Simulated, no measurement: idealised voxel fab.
Process module, titled voxel plated lines
Section cut is 240 nm wide and gridded with 5 nm square cells.
Think of the cross-section as a grid of square cells. We describe it in bands, top to bottom, and each band covers one or more rows of those cells.
Band: top and bottom heights (nm) first, top before bottom; then materials from left to right, widths in nm. "edge to edge" marks a sole material filling the band edge to edge. "blank" denotes empty space.
Note: height 0 marks the level under which the wafer is uniformly one material as received. Lowest band unbounded below, written "0 and below".
Width spec "30 to 40" -> top row of cells at first value, bottom row at second value, equal per-row change in between.
A step reported as "no alterations made" is a step in which no cell of the cross-section changed.
Entry "Enclosed internal voids". Content: empty spaces with no open connection to the top, size 8 cells or greater. Each: width x height at distance. Distance: from left edge. Unit: nm.
The remark found on a step's line after its settings is issued by the simulator itself and pertains to that step.
overlay nm, on a step with a mask: how far to the right of its planned place the mask lay; to the left if negative
## Below is the list of planned process steps
1 RECEIVE,material Si
2 CONFORMAL_DEP,material Al2O3,thk nm 5
3 DIRECTIONAL_DEP,material TiN,thk nm 5
4 PATTERN,tone open,mask id LINES,material resist,width nm 20,pitch nm 50,thk nm 40,overlay nm 0
5 EPI,material Ru,thk nm 10
6 EPI,material Ru,thk nm 10
7 EPI,material Ru,thk nm 5
8 STRIP,etch materials resist
9 DIRECTIONAL_ETCH,etch materials TiN,depth nm 5
10 CONFORMAL_DEP,material SiO2,thk nm 10
## First of two wafers, processed according to plan
## Wafer at receipt (post step 1), cross-section
> 0 and below  Si edge to edge
> Enclosed internal voids: none
## After step 2: wafer cross-section
> 5 down to 0  Al2O3 edge to edge
> below 0: unchanged
## After step 3: wafer cross-section
> 10 down to 5  TiN edge to edge
> below 5: unchanged
## After step 4: wafer cross-section
> 50 down to 10  35 nm resist  20 nm blank  30 nm resist  20 nm blank  30 nm resist  20 nm blank  30 nm resist  20 nm blank  35 nm resist
> below 10: unchanged
## After step 5: wafer cross-section
> 50 down to 20  35 nm resist  20 nm blank  30 nm resist  20 nm blank  30 nm resist  20 nm blank  30 nm resist  20 nm blank  35 nm resist
> 20 down to 10  35 nm resist  20 nm Ru  30 nm resist  20 nm Ru  30 nm resist  20 nm Ru  30 nm resist  20 nm Ru  35 nm resist
> below 10: unchanged
## After step 6: wafer cross-section
> 50 down to 30  35 nm resist  20 nm blank  30 nm resist  20 nm blank  30 nm resist  20 nm blank  30 nm resist  20 nm blank  35 nm resist
> 30 down to 10  35 nm resist  20 nm Ru  30 nm resist  20 nm Ru  30 nm resist  20 nm Ru  30 nm resist  20 nm Ru  35 nm resist
> below 10: unchanged
## After step 7: wafer cross-section
> 50 down to 35  35 nm resist  20 nm blank  30 nm resist  20 nm blank  30 nm resist  20 nm blank  30 nm resist  20 nm blank  35 nm resist
> 35 down to 10  35 nm resist  20 nm Ru  30 nm resist  20 nm Ru  30 nm resist  20 nm Ru  30 nm resist  20 nm Ru  35 nm resist
> below 10: unchanged
## After step 8: wafer cross-section
> 35 down to 10  35 nm blank  20 nm Ru  30 nm blank  20 nm Ru  30 nm blank  20 nm Ru  30 nm blank  20 nm Ru  35 nm blank
> below 10: unchanged
## After step 9: wafer cross-section
> 35 down to 10  35 nm blank  20 nm Ru  30 nm blank  20 nm Ru  30 nm blank  20 nm Ru  30 nm blank  20 nm Ru  35 nm blank
> 10 down to 5  35 nm blank  20 nm TiN  30 nm blank  20 nm TiN  30 nm blank  20 nm TiN  30 nm blank  20 nm TiN  35 nm blank
> below 5: unchanged
## After step 10: wafer cross-section
> 45 down to 35  25 nm blank  40 nm SiO2  10 nm blank  40 nm SiO2  10 nm blank  40 nm SiO2  10 nm blank  40 nm SiO2  25 nm blank
> 35 down to 15  25 nm blank  10 nm SiO2  20 nm Ru  10 nm SiO2  10 nm blank  10 nm SiO2  20 nm Ru  10 nm SiO2  10 nm blank  10 nm SiO2  20 nm Ru  10 nm SiO2  10 nm blank  10 nm SiO2  20 nm Ru  10 nm SiO2  25 nm blank
> 15 down to 10  35 nm SiO2  20 nm Ru  30 nm SiO2  20 nm Ru  30 nm SiO2  20 nm Ru  30 nm SiO2  20 nm Ru  35 nm SiO2
> 10 down to 5  35 nm SiO2  20 nm TiN  30 nm SiO2  20 nm TiN  30 nm SiO2  20 nm TiN  30 nm SiO2  20 nm TiN  35 nm SiO2
> below 5: unchanged
## The second wafer was prepared from the same starting point and under the same plan as the first; its processing contained one mistake, and it remains indistinguishable from the first wafer up to and including step 3
## X-section, second wafer, when step 4 was due to finish
> 50 down to 10  30 nm resist  20 nm blank  30 nm resist  20 nm blank  30 nm resist  20 nm blank  30 nm resist  20 nm blank  40 nm resist
> below 10: unchanged
## X-section, second wafer, when step 5 was due to finish
> 50 down to 20  30 nm resist  20 nm blank  30 nm resist  20 nm blank  30 nm resist  20 nm blank  30 nm resist  20 nm blank  40 nm resist
> 20 down to 10  30 nm resist  20 nm Ru  30 nm resist  20 nm Ru  30 nm resist  20 nm Ru  30 nm resist  20 nm Ru  40 nm resist
> below 10: unchanged
## X-section, second wafer, when step 6 was due to finish
> 50 down to 30  30 nm resist  20 nm blank  30 nm resist  20 nm blank  30 nm resist  20 nm blank  30 nm resist  20 nm blank  40 nm resist
> 30 down to 10  30 nm resist  20 nm Ru  30 nm resist  20 nm Ru  30 nm resist  20 nm Ru  30 nm resist  20 nm Ru  40 nm resist
> below 10: unchanged
## X-section, second wafer, when step 7 was due to finish
> 50 down to 35  30 nm resist  20 nm blank  30 nm resist  20 nm blank  30 nm resist  20 nm blank  30 nm resist  20 nm blank  40 nm resist
> 35 down to 10  30 nm resist  20 nm Ru  30 nm resist  20 nm Ru  30 nm resist  20 nm Ru  30 nm resist  20 nm Ru  40 nm resist
> below 10: unchanged
## X-section, second wafer, when step 8 was due to finish
> 35 down to 10  30 nm blank  20 nm Ru  30 nm blank  20 nm Ru  30 nm blank  20 nm Ru  30 nm blank  20 nm Ru  40 nm blank
> below 10: unchanged
## X-section, second wafer, when step 9 was due to finish
> 35 down to 10  30 nm blank  20 nm Ru  30 nm blank  20 nm Ru  30 nm blank  20 nm Ru  30 nm blank  20 nm Ru  40 nm blank
> 10 down to 5  30 nm blank  20 nm TiN  30 nm blank  20 nm TiN  30 nm blank  20 nm TiN  30 nm blank  20 nm TiN  40 nm blank
> below 5: unchanged
## X-section, second wafer, when step 10 was due to finish
> 45 down to 35  20 nm blank  40 nm SiO2  10 nm blank  40 nm SiO2  10 nm blank  40 nm SiO2  10 nm blank  40 nm SiO2  30 nm blank
> 35 down to 15  20 nm blank  10 nm SiO2  20 nm Ru  10 nm SiO2  10 nm blank  10 nm SiO2  20 nm Ru  10 nm SiO2  10 nm blank  10 nm SiO2  20 nm Ru  10 nm SiO2  10 nm blank  10 nm SiO2  20 nm Ru  10 nm SiO2  30 nm blank
> 15 down to 10  30 nm SiO2  20 nm Ru  30 nm SiO2  20 nm Ru  30 nm SiO2  20 nm Ru  30 nm SiO2  20 nm Ru  40 nm SiO2
> 10 down to 5  30 nm SiO2  20 nm TiN  30 nm SiO2  20 nm TiN  30 nm SiO2  20 nm TiN  30 nm SiO2  20 nm TiN  40 nm SiO2
> below 5: unchanged
Processing error: step 4 deviated from plan and actually ran as PATTERN,tone open,mask id LINES,material resist,width nm 20,pitch nm 50,thk nm 40,overlay nm -5
Final state: per-material cell counts identical on both wafers; locations differ.
